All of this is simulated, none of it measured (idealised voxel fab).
The following is a process module called voxel ribs on slabs.
Cross-sectional view cut (width: 185 nm; square cell size: 5 nm).
Format of a cross-section: grid, square cells. Given as bands. Order: top down. Band: one or more rows of cells.
What a band's entry tells you: where the top is and where the bottom is, as heights in nm, and after that what lies inside, material by material from left to right, each with its width in nm. Empty space is written as the word "empty", and a single material marked with the word "full width" occupies the band from edge to edge.
Note: height 0 marks the level under which the wafer is uniformly one material as received. Lowest band unbounded below, written "0..down".
The width entry "30..40" should be interpreted row by row: the top row of cells in the band takes the first number, the bottom row takes the second number, and the change between adjacent rows is uniform throughout.
A step reported as "remains unaltered" is a step in which no cell of the cross-section changed.
What "Fully enclosed voids" gives you is every empty space of 8 cells or more that is cut off from the top. Each appears as width x height at distance, with the distance taken from the left edge and width, height and distance all in nm.
Past the settings on a step's line: simulator remark, on that step.
A step line may carry the setting "overlay nm", which, for steps involving a mask, states the distance by which the mask lay to the right of its intended position; negative values denote displacement to the left.
LISTED BELOW ARE THE PROCESS STEPS AS PLANNED
| 1 | RECEIVE: material Si |
| 2 | DIRECTIONAL_DEP: material SiO2, thk nm 25 |
| 3 | DIRECTIONAL_DEP: material SiN, thk nm 15 |
| 4 | PATTERN: tone cover, mask id RIB, material resist, width nm 30, thk nm 15, overlay nm 0 |
| 5 | DIRECTIONAL_ETCH: etch materials SiN, depth nm 5 |
| 6 | STRIP: etch materials resist |
| 7 | DIRECTIONAL_DEP: material aC, thk nm 10 |
| 8 | PATTERN: tone cover, mask id SLAB, material resist, width nm 60, thk nm 25, overlay nm 0 |
| 9 | DIRECTIONAL_ETCH: etch materials aC, depth nm 10 |
| 10 | STRIP: etch materials resist |
| 11 | DIRECTIONAL_ETCH: etch materials SiN, depth nm 10 |
| 12 | STRIP: etch materials aC |
| 13 | FILL_DEP: material SiO2, thk nm 25 |
| 14 | CMP: height nm 60 |
| 15 | DIRECTIONAL_DEP: material W, thk nm 5 |
| 16 | PATTERN: tone cover, mask id HEATER, material resist, width nm 40, thk nm 15, overlay nm 0 |
| 17 | DIRECTIONAL_ETCH: etch materials W, depth nm 5 |
| 18 | STRIP: etch materials resist |
| 19 | CONFORMAL_DEP: material SiN, thk nm 10 |
WAFER AT RECEIPT (POST STEP 1), CROSS-SECTION
0..down | Si full width
Fully enclosed voids: none
FIRST WAFER AT THE END, AS PLANNED
75..70 | empty: 60 | SiN: 60 | empty: 65
70..65 | SiN full width
65..60 | SiN: 70 | W: 40 | SiN: 75
60..40 | SiO2 full width
40..35 | SiO2: 75 | SiN: 30 | SiO2: 80
35..25 | SiO2: 60 | SiN: 60 | SiO2: 65
25..0 | SiO2 full width
0..down | Si full width
Fully enclosed voids: none
SAME START, SAME PLAN AS THE FIRST WAFER - BUT ONE MISTAKE IN THE RUN. CROSS-SECTION OF THE SECOND OF THE TWO AT THE END OF THE MODULE
75..70 | empty: 60 | SiN: 60 | empty: 65
70..65 | SiN full width
65..60 | SiN: 70 | W: 40 | SiN: 75
60..40 | SiO2 full width
40..35 | SiO2: 75 | SiN: 30 | SiO2: 80
35..25 | SiO2: 60 | SiN: 60 | SiO2: 65
25..0 | W full width
0..down | Si full width
Fully enclosed voids: none
What broke from the plan during processing? step 2 was not run as planned; what actually ran was DIRECTIONAL_DEP: material W, thk nm 25
Final comparison by cell count, materials where the second wafer has more or fewer than the first: 185 fewer of SiO2, 185 more of W
